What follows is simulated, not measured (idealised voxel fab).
process module | voxel released beams
cross-section cut | 145 nm wide | cells 5 nm
A cross-section is a grid of square cells, given in bands from the top down. A band is one or more rows of cells.
Each band's line starts with the height of the band's top and of its bottom, in nm. Then come its materials from left to right, each with its width in nm. One material with "throughout" fills the band from edge to edge. "air" is empty space.
Height 0 is the level under which the wafer as received is all one material. The lowest band goes on downwards, as in "0 down".
A width such as "30 to 40" changes by the same amount from each row of cells to the next, from the band's top row to its bottom row.
"no change" after a step means that no cell of the cross-section changed.
closed voids: empty space of 8 cells or more with no open way to the top, each as width x height at its distance from the left edge, in nm
after a step's settings: what the simulator itself notes on the step
overlay nm, on a step with a mask: how far to the right of its planned place the mask lay; to the left if negative
plan
1 op RECEIVE | material Si
2 op CONFORMAL_DEP | material SiN | thk nm 10
3 op DIRECTIONAL_DEP | material SiO2 | thk nm 10
4 op DIRECTIONAL_DEP | material aC | thk nm 10
5 op PATTERN | tone open | mask id ANCHOR | material resist | width nm 30 | thk nm 30 | overlay nm 0
6 op DIRECTIONAL_ETCH | etch materials aC | depth nm 10
7 op STRIP | etch materials resist
8 op DIRECTIONAL_ETCH | etch materials SiO2 | depth nm 10
9 op STRIP | etch materials aC
10 op CONFORMAL_DEP | material TiN | thk nm 10
11 op DIRECTIONAL_DEP | material aC | thk nm 15
12 op PATTERN | tone cover | mask id BEAM | material resist | width nm 90 | thk nm 35 | overlay nm 0
13 op DIRECTIONAL_ETCH | etch materials aC | depth nm 15
14 op STRIP | etch materials resist
15 op DIRECTIONAL_ETCH | etch materials TiN | depth nm 10
16 op STRIP | etch materials aC
17 op STRIP | etch materials SiO2
first wafer, as planned
as received, after step 1
  0 down: Si throughout
  closed voids: none
after step 2
  10 to 0: SiN throughout
  below 0: unchanged
after step 3
  20 to 10: SiO2 throughout
  below 10: unchanged
after step 4
  30 to 20: aC throughout
  below 20: unchanged
after step 5
  60 to 30: resist 30 | air 30 | resist 85
  below 30: unchanged
after step 6
  50 to 30: resist 30 | air 30 | resist 85
  30 to 20: aC 30 | air 30 | aC 85
  below 20: unchanged
after step 7
  30 to 20: aC 30 | air 30 | aC 85
  below 20: unchanged
after step 8
  30 to 20: aC 30 | air 30 | aC 85
  20 to 10: SiO2 30 | air 30 | SiO2 85
  below 10: unchanged
after step 9
  20 to 10: SiO2 30 | air 30 | SiO2 85
  below 10: unchanged
after step 10
  30 to 20: TiN 40 | air 10 | TiN 95
  20 to 10: SiO2 30 | TiN 30 | SiO2 85
  below 10: unchanged
after step 11
  45 to 35: aC 40 | air 10 | aC 95
  35 to 30: aC throughout
  30 to 20: TiN 40 | aC 10 | TiN 95
  below 20: unchanged
after step 12
  80 to 45: air 25 | resist 90 | air 30
  45 to 35: aC 40 | resist 10 | aC 95
  below 35: unchanged
after step 13
  65 to 45: air 25 | resist 90 | air 30
  45 to 35: air 25 | aC 15 | resist 10 | aC 65 | air 30
  35 to 30: air 25 | aC 90 | air 30
  below 30: unchanged
after step 14
  45 to 35: air 25 | aC 15 | air 10 | aC 65 | air 30
  below 35: unchanged
after step 15
  45 to 35: air 25 | aC 15 | air 10 | aC 65 | air 30
  35 to 30: air 25 | aC 90 | air 30
  30 to 20: air 25 | TiN 15 | aC 10 | TiN 65 | air 30
  below 20: unchanged
after step 16
  30 to 20: air 25 | TiN 15 | air 10 | TiN 65 | air 30
  below 20: unchanged
after step 17
  30 to 20: air 25 | TiN 15 | air 10 | TiN 65 | air 30
  20 to 10: air 30 | TiN 30 | air 85
  below 10: unchanged
second wafer: like start, like plan, one mistake. Through step 16 it matches the first wafer
when step 17 should have ended
  20 to 10: SiO2 30 | air 30 | SiO2 85
  below 10: unchanged
what went wrong: step 17 ran as: op STRIP | etch materials TiN
at the end the second wafer has, in cells: 46 more of SiO2 | 44 fewer of TiN
